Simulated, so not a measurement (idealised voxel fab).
voxel ribs on slabs: a process module
cross-section cut | 260 nm wide | cells 5 nm
We lay out every cross-section as a grid of square cells and spell it out in bands from the top down, where one band means one or more rows of cells.
Top, bottom (nm), then materials left to right with widths (nm); lone material tagged "full width" fills the whole band edge to edge; "air" = empty space.
Heights are expressed relative to 0, this being the level below which the as-received wafer comprises one material exclusively. The lowest band is unbounded in the downward direction and is denoted as in "0 and below".
When a width is written as two numbers, as in "30 to 40", the first number is the width in the top row of cells of the band and the second is the width in its bottom row, and the width changes by the same amount from each row to the next.
The designation "remains unaltered", where it is given for a processing step, indicates that no cell of the cross-section was altered in the course of that step.
"Completely enclosed voids" contains a list of empty spaces, each no smaller than 8 cells and without an open way to the top, written in the form width x height at distance with the distance from the left edge and all three in nm.
On a step's line, text after the settings is the simulator commenting on that step.
overlay nm: mask offset rightward from planned place, masked step; negative means leftward offset.

Process steps - plan:
1,RECEIVE [material Si]
2,DIRECTIONAL_DEP [material SiO2] [thk nm 30]
3,DIRECTIONAL_DEP [material SiN] [thk nm 15]
4,PATTERN [tone cover] [mask id RIB] [material resist] [width nm 25] [thk nm 15] [overlay nm 0]
5,DIRECTIONAL_ETCH [etch materials SiN] [depth nm 5]
6,STRIP [etch materials resist]
7,MASKED_ETCH [tone cover] [mask id SLAB] [width nm 55] [etch materials SiN] [depth nm 10] [overlay nm 0]
8,FILL_DEP [material SiO2] [thk nm 25]
9,CMP [height nm 65]
10,DIRECTIONAL_DEP [material TiN] [thk nm 5]
11,MASKED_ETCH [tone cover] [mask id HEATER] [width nm 25] [etch materials TiN] [depth nm 5] [overlay nm 0]
12,CONFORMAL_DEP [material SiO2] [thk nm 5]
Split variable: width nm, step 11. Plan value = first wafer. Wafers start alike.

As-received cross-section, first of several wafers, post step 1:
- 0 and below = Si full width
- Completely enclosed voids: none

Post step 12, the closing step of the module: first of several wafers, cross-sectioned:
- 75 down to 70 = air 110 | SiO2 35 | air 115
- 70 down to 65 = SiO2 115 | TiN 25 | SiO2 120
- 65 down to 45 = SiO2 full width
- 45 down to 40 = SiO2 115 | SiN 25 | SiO2 120
- 40 down to 30 = SiO2 100 | SiN 55 | SiO2 105
- 30 down to 0 = SiO2 full width
- 0 and below = Si full width
- Completely enclosed voids: none

Cross-section of the final wafer among several, taken at the end of the module:
- 75 down to 70 = air 100 | SiO2 60 | air 100
- 70 down to 65 = SiO2 105 | TiN 50 | SiO2 105
- 65 down to 45 = SiO2 full width
- 45 down to 40 = SiO2 115 | SiN 25 | SiO2 120
- 40 down to 30 = SiO2 100 | SiN 55 | SiO2 105
- 30 down to 0 = SiO2 full width
- 0 and below = Si full width
- Completely enclosed voids: none

Below is a per-wafer table. In it, each row describes the wafer at the end of the module by giving, for each material, the number of cells gained (+) or lost (-) since the wafer was received, and after that the closed voids of the wafer:
width nm 25 | +27 SiN | +703 SiO2 | +5 TiN | Completely enclosed voids: none
width nm 30 | +27 SiN | +703 SiO2 | +6 TiN | Completely enclosed voids: none
width nm 35 | +27 SiN | +703 SiO2 | +7 TiN | Completely enclosed voids: none
width nm 40 | +27 SiN | +703 SiO2 | +8 TiN | Completely enclosed voids: none
width nm 45 | +27 SiN | +703 SiO2 | +9 TiN | Completely enclosed voids: none
width nm 50 | +27 SiN | +703 SiO2 | +10 TiN | Completely enclosed voids: none
